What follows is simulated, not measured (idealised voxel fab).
process module | voxel self aligned vias
cross-section cut | 285 nm wide | cells 5 nm
A cross-section is a grid of square cells, given in bands from the top down. A band is one or more rows of cells.
Each band's line starts with the height of the band's top and of its bottom, in nm. Then come its materials from left to right, each with its width in nm. One material with "throughout" fills the band from edge to edge. "air" is empty space.
Height 0 is the level under which the wafer as received is all one material. The lowest band goes on downwards, as in "0 down".
A width such as "30 to 40" changes by the same amount from each row of cells to the next, from the band's top row to its bottom row.
"no change" after a step means that no cell of the cross-section changed.
closed voids: empty space of 8 cells or more with no open way to the top, each as width x height at its distance from the left edge, in nm
after a step's settings: what the simulator itself notes on the step
overlay nm, on a step with a mask: how far to the right of its planned place the mask lay; to the left if negative
plan
1 op RECEIVE | material Si
2 op CONFORMAL_DEP | material SiO2 | thk nm 15
3 op CONFORMAL_DEP | material SiCN | thk nm 5
4 op DIRECTIONAL_DEP | material SiO2 | thk nm 20
5 op DIRECTIONAL_DEP | material aC | thk nm 15
6 op PATTERN | tone open | mask id LINES | material resist | width nm 20 | pitch nm 55 | thk nm 30 | overlay nm 0
7 op DIRECTIONAL_ETCH | etch materials aC | depth nm 15
8 op STRIP | etch materials resist
9 op DIRECTIONAL_ETCH | etch materials SiO2 | depth nm 20
10 op STRIP | etch materials aC
11 op CONFORMAL_DEP | material TiN | thk nm 5
12 op FILL_DEP | material Ru | thk nm 5
13 op CMP | height nm 40
14 op SELECTIVE_ETCH | etch materials W Ru TiN | depth nm 10
15 op FILL_DEP | material SiN | thk nm 10
16 op CMP | height nm 40
17 op DIRECTIONAL_DEP | material SiO2 | thk nm 20
18 op PATTERN | tone open | mask id VIAS | material resist | width nm 30 | thk nm 15 | overlay nm 0
19 op DIRECTIONAL_ETCH | etch materials SiO2 | depth nm 20
20 op DIRECTIONAL_ETCH | etch materials SiN | depth nm 10
21 op STRIP | etch materials resist
22 op CONFORMAL_DEP | material TiN | thk nm 5
23 op FILL_DEP | material Cu | thk nm 5
24 op CMP | height nm 60
25 op CONFORMAL_DEP | material SiCN | thk nm 5
first wafer, as planned
as received, after step 1
  0 down: Si throughout
  closed voids: none
after step 2
  15 to 0: SiO2 throughout
  below 0: unchanged
after step 3
  20 to 15: SiCN throughout
  below 15: unchanged
after step 4
  40 to 20: SiO2 throughout
  below 20: unchanged
after step 5
  55 to 40: aC throughout
  below 40: unchanged
after step 6
  85 to 55: resist 105 | air 20 | resist 35 | air 20 | resist 105
  below 55: unchanged
after step 7
  70 to 55: resist 105 | air 20 | resist 35 | air 20 | resist 105
  55 to 40: aC 105 | air 20 | aC 35 | air 20 | aC 105
  below 40: unchanged
after step 8
  55 to 40: aC 105 | air 20 | aC 35 | air 20 | aC 105
  below 40: unchanged
after step 9
  55 to 40: aC 105 | air 20 | aC 35 | air 20 | aC 105
  40 to 20: SiO2 105 | air 20 | SiO2 35 | air 20 | SiO2 105
  below 20: unchanged
after step 10
  40 to 20: SiO2 105 | air 20 | SiO2 35 | air 20 | SiO2 105
  below 20: unchanged
after step 11
  45 to 40: TiN 110 | air 10 | TiN 45 | air 10 | TiN 110
  40 to 25: SiO2 105 | TiN 5 | air 10 | TiN 5 | SiO2 35 | TiN 5 | air 10 | TiN 5 | SiO2 105
  25 to 20: SiO2 105 | TiN 20 | SiO2 35 | TiN 20 | SiO2 105
  below 20: unchanged
after step 12
  50 to 45: Ru throughout
  45 to 40: TiN 110 | Ru 10 | TiN 45 | Ru 10 | TiN 110
  40 to 25: SiO2 105 | TiN 5 | Ru 10 | TiN 5 | SiO2 35 | TiN 5 | Ru 10 | TiN 5 | SiO2 105
  below 25: unchanged
after step 13
  40 to 25: SiO2 105 | TiN 5 | Ru 10 | TiN 5 | SiO2 35 | TiN 5 | Ru 10 | TiN 5 | SiO2 105
  below 25: unchanged
after step 14
  40 to 30: SiO2 105 | air 20 | SiO2 35 | air 20 | SiO2 105
  below 30: unchanged
after step 15
  50 to 40: SiN throughout
  40 to 30: SiO2 105 | SiN 20 | SiO2 35 | SiN 20 | SiO2 105
  below 30: unchanged
after step 16
  40 to 30: SiO2 105 | SiN 20 | SiO2 35 | SiN 20 | SiO2 105
  below 30: unchanged
after step 17
  60 to 40: SiO2 throughout
  below 40: unchanged
after step 18
  75 to 60: resist 100 | air 30 | resist 155
  below 60: unchanged
after step 19
  75 to 60: resist 100 | air 30 | resist 155
  60 to 40: SiO2 100 | air 30 | SiO2 155
  below 40: unchanged
after step 20
  75 to 60: resist 100 | air 30 | resist 155
  60 to 40: SiO2 100 | air 30 | SiO2 155
  40 to 30: SiO2 105 | air 20 | SiO2 35 | SiN 20 | SiO2 105
  below 30: unchanged
after step 21
  60 to 40: SiO2 100 | air 30 | SiO2 155
  below 40: unchanged
after step 22
  65 to 60: TiN 105 | air 20 | TiN 160
  60 to 45: SiO2 100 | TiN 5 | air 20 | TiN 5 | SiO2 155
  45 to 40: SiO2 100 | TiN 10 | air 10 | TiN 10 | SiO2 155
  40 to 35: SiO2 105 | TiN 5 | air 10 | TiN 5 | SiO2 35 | SiN 20 | SiO2 105
  35 to 30: SiO2 105 | TiN 20 | SiO2 35 | SiN 20 | SiO2 105
  below 30: unchanged
after step 23
  70 to 65: Cu throughout
  65 to 60: TiN 105 | Cu 20 | TiN 160
  60 to 45: SiO2 100 | TiN 5 | Cu 20 | TiN 5 | SiO2 155
  45 to 40: SiO2 100 | TiN 10 | Cu 10 | TiN 10 | SiO2 155
  40 to 35: SiO2 105 | TiN 5 | Cu 10 | TiN 5 | SiO2 35 | SiN 20 | SiO2 105
  below 35: unchanged
after step 24
  60 to 45: SiO2 100 | TiN 5 | Cu 20 | TiN 5 | SiO2 155
  below 45: unchanged
after step 25
  65 to 60: SiCN throughout
  below 60: unchanged
second wafer: like start, like plan, one mistake. Through step 17 it matches the first wafer
when step 18 should have ended
  75 to 60: air 100 | resist 30 | air 155
  below 60: unchanged
when step 19 should have ended
  75 to 60: air 100 | resist 30 | air 155
  60 to 40: air 100 | SiO2 30 | air 155
  below 40: unchanged
when step 20 should have ended
  75 to 60: air 100 | resist 30 | air 155
  60 to 40: air 100 | SiO2 30 | air 155
  40 to 30: SiO2 105 | SiN 20 | SiO2 35 | air 20 | SiO2 105
  below 30: unchanged
when step 21 should have ended
  60 to 40: air 100 | SiO2 30 | air 155
  below 40: unchanged
when step 22 should have ended
  65 to 60: air 95 | TiN 40 | air 150
  60 to 45: air 95 | TiN 5 | SiO2 30 | TiN 5 | air 150
  45 to 40: TiN 100 | SiO2 30 | TiN 35 | air 10 | TiN 110
  40 to 35: SiO2 105 | SiN 20 | SiO2 35 | TiN 5 | air 10 | TiN 5 | SiO2 105
  35 to 30: SiO2 105 | SiN 20 | SiO2 35 | TiN 20 | SiO2 105
  below 30: unchanged
when step 23 should have ended
  70 to 65: Cu throughout
  65 to 60: Cu 95 | TiN 40 | Cu 150
  60 to 45: Cu 95 | TiN 5 | SiO2 30 | TiN 5 | Cu 150
  45 to 40: TiN 100 | SiO2 30 | TiN 35 | Cu 10 | TiN 110
  40 to 35: SiO2 105 | SiN 20 | SiO2 35 | TiN 5 | Cu 10 | TiN 5 | SiO2 105
  below 35: unchanged
when step 24 should have ended
  60 to 45: Cu 95 | TiN 5 | SiO2 30 | TiN 5 | Cu 150
  below 45: unchanged
when step 25 should have ended
  65 to 60: SiCN throughout
  below 60: unchanged
what went wrong: step 18 ran as: op PATTERN | tone cover | mask id VIAS | material resist | width nm 30 | thk nm 15 | overlay nm 0
at the end the second wafer has, in cells: 135 more of Cu | 180 fewer of SiO2 | 45 more of TiN
